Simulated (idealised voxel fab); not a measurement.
Proc. module: voxel spacer lines
Square cell edge 5 nm, section width 255 nm, ID cut.
In what follows, cross-sections appear as grids of square cells, described through bands that run from the top down, where every band is one or more rows of cells.
Per band: top height and bottom height in nm, followed by the left-to-right materials and their widths in nm; "full width" marks a single material spanning edge to edge, "air" marks empty space.
Convention: height 0 is the level below which the wafer, as received, is all one material. The lowest band does not terminate at the bottom but continues downward, represented as "0 and below".
A width such as "30 to 40" changes by the same amount from each row of cells to the next, from the band's top row to its bottom row.
Basically "changes: none" means that step didn't change any cell in the cross-section.
In "Closed internal voids" the enclosed voids are listed, meaning empty spaces of 8 cells or larger without any opening to the top. The form is width x height at distance, distance from the left edge, units nm.
On a step's line, text after the settings is the simulator commenting on that step.
You can add "overlay nm" to a step's line. For a step with a mask, it describes how far the mask lay to the right of its planned position, and a negative number describes a lay to the left.

Process steps (planned)
| 1 | RECEIVE [material Si] |
| 2 | CONFORMAL_DEP [material Al2O3] [thk nm 5] |
| 3 | DIRECTIONAL_DEP [material SiN] [thk nm 10] |
| 4 | DIRECTIONAL_DEP [material aC] [thk nm 25] |
| 5 | PATTERN [tone cover] [mask id MANDREL] [material resist] [width nm 20] [pitch nm 60] [thk nm 35] [overlay nm 0] |
| 6 | DIRECTIONAL_ETCH [etch materials aC] [depth nm 25] |
| 7 | STRIP [etch materials resist] |
| 8 | CONFORMAL_DEP [material SiO2] [thk nm 10] |
| 9 | DIRECTIONAL_ETCH [etch materials SiO2] [depth nm 5] |
| 10 | STRIP [etch materials aC] |
| 11 | DIRECTIONAL_ETCH [etch materials SiN] [depth nm 10] |
| 12 | STRIP [etch materials SiO2] |
| 13 | FILL_DEP [material SiO2] [thk nm 10] |
| 14 | CMP [height nm 15] |
Variable across wafers: step 9 depth nm (plan value is that of the first wafer; starting state common to all).

As-received cross-section, first of several wafers, post step 1
	0 and below  Si full width
	Closed internal voids: none

Here is the cross-section of the first of several wafers at the end of the module, after its last step, step 14
	15 down to 5  SiN full width
	5 down to 0  Al2O3 full width
	0 and below  Si full width
	Closed internal voids: none

Cross-sectional depiction of the last of several wafers upon completion of the module
	15 down to 5  45 of SiO2; 10 of SiN; 20 of SiO2; 10 of SiN; 20 of SiO2; 10 of SiN; 20 of SiO2; 10 of SiN; 20 of SiO2; 10 of SiN; 20 of SiO2; 10 of SiN; 50 of SiO2
	5 down to 0  Al2O3 full width
	0 and below  Si full width
	Closed internal voids: none

Below, a row for every wafer. Read it as the end-of-module picture: for each material the wafer shows its cells gained (+) or lost (-) since it was received, and then its closed voids
depth nm 5, +51 Al2O3, +102 SiN, Closed internal voids: none
depth nm 10, +51 Al2O3, +24 SiN, +78 SiO2, Closed internal voids: none
depth nm 15, +51 Al2O3, +24 SiN, +78 SiO2, Closed internal voids: none
depth nm 20, +51 Al2O3, +24 SiN, +78 SiO2, Closed internal voids: none
depth nm 25, +51 Al2O3, +24 SiN, +78 SiO2, Closed internal voids: none
